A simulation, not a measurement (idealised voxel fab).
Module name: voxel lift off (process module)
We display cut, a cross-section 230 nm in width whose square cells are each 5 nm.
In this document a cross-section is written as a grid of square cells. It is given as a series of bands, listed from the top down, and a band is one or more rows of cells. Per band: top height and bottom height in nm, followed by the left-to-right materials and their widths in nm; "everywhere" marks a single material spanning edge to edge, "air" marks empty space. Ref level 0: as-received wafer is one material below here. Bottom band extends down with no lower bound ("0 nm and below"). Quick explanation for "30->40": the width changes in equal steps down the rows of cells, from the first number in the band's top row to the second number in its bottom row. Step note "nothing different" = no cross-section cell changed. Closed empty spaces (no open way to the top) of 8 cells or more are what "Unvented internal voids" lists, each as width x height at distance from the left edge, nm for all three. The remark found on a step's line after its settings is issued by the simulator itself and pertains to that step. overlay nm: how far to the right of its planned place the mask lay on this masked step (negative: to the left).
## Steps planned for the process
1) RECEIVE (material Si)
2) CONFORMAL_DEP (material SiN; thk nm 5)
3) PATTERN (tone open; mask id LINES; material resist; width nm 30; pitch nm 55; thk nm 15; overlay nm -15)
4) DIRECTIONAL_DEP (material Ru; thk nm 5)
5) STRIP (etch materials resist)
6) CONFORMAL_DEP (material SiO2; thk nm 10)
Among the wafers covered here, the point of difference is the overlay nm at step 3; their starting state is shared, and the plan presents the value of the first wafer.
## First wafer of several, as received: cross-section after step 1
- 0 nm and below | Si everywhere
- Unvented internal voids: none
## End of the module, past its last step, step 6: how the first of several wafers looks in cross-section
- 20 nm to 15 nm | 20 nm air / 50 nm SiO2 / 5 nm air / 50 nm SiO2 / 5 nm air / 50 nm SiO2 / 50 nm air
- 15 nm to 10 nm | SiO2 everywhere
- 10 nm to 5 nm | 30 nm SiO2 / 30 nm Ru / 25 nm SiO2 / 30 nm Ru / 25 nm SiO2 / 30 nm Ru / 60 nm SiO2
- 5 nm to 0 nm | SiN everywhere
- 0 nm and below | Si everywhere
- Unvented internal voids: none
## Final wafer cross-section at module end
- 20 nm to 15 nm | 50 nm air / 50 nm SiO2 / 5 nm air / 50 nm SiO2 / 5 nm air / 50 nm SiO2 / 20 nm air
- 15 nm to 10 nm | SiO2 everywhere
- 10 nm to 5 nm | 60 nm SiO2 / 30 nm Ru / 25 nm SiO2 / 30 nm Ru / 25 nm SiO2 / 30 nm Ru / 30 nm SiO2
- 5 nm to 0 nm | SiN everywhere
- 0 nm and below | Si everywhere
- Unvented internal voids: none
## The following table contains a row per wafer, in which are reported, at the conclusion of the module, the cells of each material gained (+) or lost (-) since the wafer's receipt, with its closed voids given thereafter
overlay nm -15; +18 Ru; +46 SiN; +104 SiO2; Unvented internal voids: none
overlay nm -10; +18 Ru; +46 SiN; +104 SiO2; Unvented internal voids: none
overlay nm -5; +18 Ru; +46 SiN; +104 SiO2; Unvented internal voids: none
overlay nm 0; +18 Ru; +46 SiN; +104 SiO2; Unvented internal voids: none
overlay nm 5; +18 Ru; +46 SiN; +104 SiO2; Unvented internal voids: none
overlay nm 10; +18 Ru; +46 SiN; +104 SiO2; Unvented internal voids: none
overlay nm 15; +18 Ru; +46 SiN; +104 SiO2; Unvented internal voids: none
